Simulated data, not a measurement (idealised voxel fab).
You're looking at the process module voxel air gaps.
We display cut, a cross-section 170 nm in width whose square cells are each 5 nm.
For the purposes of this document, a cross-section shall be understood as a grid of square cells, specified as bands listed in top-to-bottom order, each band consisting of one or more rows of cells. In this notation a band is specified by the heights of its top and bottom, in that order and in nm, after which its materials appear from left to right, each paired with its width in nm. The word "edge to edge" attached to a single material means that material fills the band from edge to edge; the word "blank" stands for empty space. Zero point of the height axis is 0; under it, received wafer = one material. Lowest band: continues down indefinitely, "from 0 down". A width such as "30->40" changes by the same amount from each row of cells to the next, from the band's top row to its bottom row. You'll sometimes find "nothing altered" written for a step, and that's the way of saying that nowhere in the cross-section did a cell change during that step. Empty spaces counting at least 8 cells and having no open way to the top are listed in "Sealed void list". The notation width x height at distance is used for each, the distance being from the left edge and all three values in nm. Heads up: the bit after the settings on a step's line is the simulator's remark on that step. overlay nm: how far to the right of its planned place the mask lay on this masked step (negative: to the left).

Intended process steps:
- 1: RECEIVE | material Si
- 2: CONFORMAL_DEP | material SiO2 | thk nm 15
- 3: CONFORMAL_DEP | material SiN | thk nm 5
- 4: DIRECTIONAL_DEP | material SiO2 | thk nm 40
- 5: MASKED_ETCH | tone open | mask id LINES | width nm 25 | pitch nm 50 | etch materials SiO2 | depth nm 40 | overlay nm 0
- 6: CONFORMAL_DEP | material TiN | thk nm 5
- 7: FILL_DEP | material W | thk nm 5
- 8: CMP | height nm 60
- 9: EPI | material Ru | thk nm 10
- 10: SELECTIVE_ETCH | etch materials SiO2 | depth nm 50
- 11: CONFORMAL_DEP | material SiCN | thk nm 5

What follows covers the first of two wafers; it ran as planned:

Wafer at receipt (post step 1), cross-section:
> from 0 down = Si edge to edge
> Sealed void list: none

So this is the wafer cross-section right after step 2:
> from 15 to 0 = SiO2 edge to edge
> Below 0 it's all the same as before, nothing changed down there.

So this is the wafer cross-section right after step 3:
> from 20 to 15 = SiN edge to edge
> Below 15 it's all the same as before, nothing changed down there.

So this is the wafer cross-section right after step 4:
> from 60 to 20 = SiO2 edge to edge
> Below 20 it's all the same as before, nothing changed down there.

So this is the wafer cross-section right after step 5:
> from 60 to 20 = 20 of SiO2  25 of blank  25 of SiO2  25 of blank  25 of SiO2  25 of blank  25 of SiO2
> Below 20 it's all the same as before, nothing changed down there.

So this is the wafer cross-section right after step 6:
> from 65 to 60 = 25 of TiN  15 of blank  35 of TiN  15 of blank  35 of TiN  15 of blank  30 of TiN
> from 60 to 25 = 20 of SiO2  5 of TiN  15 of blank  5 of TiN  25 of SiO2  5 of TiN  15 of blank  5 of TiN  25 of SiO2  5 of TiN  15 of blank  5 of TiN  25 of SiO2
> from 25 to 20 = 20 of SiO2  25 of TiN  25 of SiO2  25 of TiN  25 of SiO2  25 of TiN  25 of SiO2
> Below 20 it's all the same as before, nothing changed down there.

So this is the wafer cross-section right after step 7:
> from 70 to 65 = W edge to edge
> from 65 to 60 = 25 of TiN  15 of W  35 of TiN  15 of W  35 of TiN  15 of W  30 of TiN
> from 60 to 25 = 20 of SiO2  5 of TiN  15 of W  5 of TiN  25 of SiO2  5 of TiN  15 of W  5 of TiN  25 of SiO2  5 of TiN  15 of W  5 of TiN  25 of SiO2
> Below 25 it's all the same as before, nothing changed down there.

So this is the wafer cross-section right after step 8:
> from 60 to 25 = 20 of SiO2  5 of TiN  15 of W  5 of TiN  25 of SiO2  5 of TiN  15 of W  5 of TiN  25 of SiO2  5 of TiN  15 of W  5 of TiN  25 of SiO2
> Below 25 it's all the same as before, nothing changed down there.

So this is the wafer cross-section right after step 9:
> from 70 to 60 = 10 of blank  45 of Ru  5 of blank  45 of Ru  5 of blank  45 of Ru  15 of blank
> Below 60 it's all the same as before, nothing changed down there.

So this is the wafer cross-section right after step 10:
> from 70 to 60 = 10 of blank  45 of Ru  5 of blank  45 of Ru  5 of blank  45 of Ru  15 of blank
> from 60 to 25 = 20 of blank  5 of TiN  15 of W  5 of TiN  25 of blank  5 of TiN  15 of W  5 of TiN  25 of blank  5 of TiN  15 of W  5 of TiN  25 of blank
> from 25 to 20 = 20 of blank  25 of TiN  25 of blank  25 of TiN  25 of blank  25 of TiN  25 of blank
> Below 20 it's all the same as before, nothing changed down there.

So this is the wafer cross-section right after step 11:
> from 75 to 70 = 5 of blank  155 of SiCN  10 of blank
> from 70 to 60 = 5 of blank  5 of SiCN  45 of Ru  5 of SiCN  45 of Ru  5 of SiCN  45 of Ru  5 of SiCN  10 of blank
> from 60 to 55 = 5 of blank  15 of SiCN  5 of TiN  15 of W  5 of TiN  25 of SiCN  5 of TiN  15 of W  5 of TiN  25 of SiCN  5 of TiN  15 of W  5 of TiN  15 of SiCN  10 of blank
> from 55 to 25 = 15 of blank  5 of SiCN  5 of TiN  15 of W  5 of TiN  5 of SiCN  15 of blank  5 of SiCN  5 of TiN  15 of W  5 of TiN  5 of SiCN  15 of blank  5 of SiCN  5 of TiN  15 of W  5 of TiN  5 of SiCN  20 of blank
> from 25 to 20 = 20 of SiCN  25 of TiN  25 of SiCN  25 of TiN  25 of SiCN  25 of TiN  25 of SiCN
> Below 20 it's all the same as before, nothing changed down there.
> Sealed void list: 15 x 30 at 50; 15 x 30 at 100

Okay, second wafer. Nothing different at the start, nothing different in the plan, just one mistake somewhere in the running. As far as step 1, counting that step, it's the first wafer all over again:

Second wafer: cross-section at the scheduled end of step 2:
> from 30 to 0 = SiO2 edge to edge
> Below 0 it's all the same as before, nothing changed down there.

Second wafer: cross-section at the scheduled end of step 3:
> from 35 to 30 = SiN edge to edge
> Below 30 it's all the same as before, nothing changed down there.

Second wafer: cross-section at the scheduled end of step 4:
> from 75 to 35 = SiO2 edge to edge
> Below 35 it's all the same as before, nothing changed down there.

Second wafer: cross-section at the scheduled end of step 5:
> from 75 to 35 = 20 of SiO2  25 of blank  25 of SiO2  25 of blank  25 of SiO2  25 of blank  25 of SiO2
> Below 35 it's all the same as before, nothing changed down there.

Second wafer: cross-section at the scheduled end of step 6:
> from 80 to 75 = 25 of TiN  15 of blank  35 of TiN  15 of blank  35 of TiN  15 of blank  30 of TiN
> from 75 to 40 = 20 of SiO2  5 of TiN  15 of blank  5 of TiN  25 of SiO2  5 of TiN  15 of blank  5 of TiN  25 of SiO2  5 of TiN  15 of blank  5 of TiN  25 of SiO2
> from 40 to 35 = 20 of SiO2  25 of TiN  25 of SiO2  25 of TiN  25 of SiO2  25 of TiN  25 of SiO2
> Below 35 it's all the same as before, nothing changed down there.

Second wafer: cross-section at the scheduled end of step 7:
> from 85 to 80 = W edge to edge
> from 80 to 75 = 25 of TiN  15 of W  35 of TiN  15 of W  35 of TiN  15 of W  30 of TiN
> from 75 to 40 = 20 of SiO2  5 of TiN  15 of W  5 of TiN  25 of SiO2  5 of TiN  15 of W  5 of TiN  25 of SiO2  5 of TiN  15 of W  5 of TiN  25 of SiO2
> Below 40 it's all the same as before, nothing changed down there.

Second wafer: cross-section at the scheduled end of step 8:
> from 60 to 40 = 20 of SiO2  5 of TiN  15 of W  5 of TiN  25 of SiO2  5 of TiN  15 of W  5 of TiN  25 of SiO2  5 of TiN  15 of W  5 of TiN  25 of SiO2
> Below 40 it's all the same as before, nothing changed down there.

Second wafer: cross-section at the scheduled end of step 9:
> from 70 to 60 = 10 of blank  45 of Ru  5 of blank  45 of Ru  5 of blank  45 of Ru  15 of blank
> Below 60 it's all the same as before, nothing changed down there.

Second wafer: cross-section at the scheduled end of step 10:
> from 70 to 60 = 10 of blank  45 of Ru  5 of blank  45 of Ru  5 of blank  45 of Ru  15 of blank
> from 60 to 40 = 20 of blank  5 of TiN  15 of W  5 of TiN  25 of blank  5 of TiN  15 of W  5 of TiN  25 of blank  5 of TiN  15 of W  5 of TiN  25 of blank
> from 40 to 35 = 20 of blank  25 of TiN  25 of blank  25 of TiN  25 of blank  25 of TiN  25 of blank
> Below 35 it's all the same as before, nothing changed down there.

Second wafer: cross-section at the scheduled end of step 11:
> from 75 to 70 = 5 of blank  155 of SiCN  10 of blank
> from 70 to 60 = 5 of blank  5 of SiCN  45 of Ru  5 of SiCN  45 of Ru  5 of SiCN  45 of Ru  5 of SiCN  10 of blank
> from 60 to 55 = 5 of blank  15 of SiCN  5 of TiN  15 of W  5 of TiN  25 of SiCN  5 of TiN  15 of W  5 of TiN  25 of SiCN  5 of TiN  15 of W  5 of TiN  15 of SiCN  10 of blank
> from 55 to 40 = 15 of blank  5 of SiCN  5 of TiN  15 of W  5 of TiN  5 of SiCN  15 of blank  5 of SiCN  5 of TiN  15 of W  5 of TiN  5 of SiCN  15 of blank  5 of SiCN  5 of TiN  15 of W  5 of TiN  5 of SiCN  20 of blank
> from 40 to 35 = 20 of SiCN  25 of TiN  25 of SiCN  25 of TiN  25 of SiCN  25 of TiN  25 of SiCN
> Below 35 it's all the same as before, nothing changed down there.
> Sealed void list: 15 x 15 at 50; 15 x 15 at 100
Deviation noted in wafer processing: twice, step 2 of the plan was run
The final cell counts differ between the wafers, with the second having more or fewer of some materials than the first: SiCN: 18 fewer, SiO2: 102 more, TiN: 18 fewer, W: 27 fewer
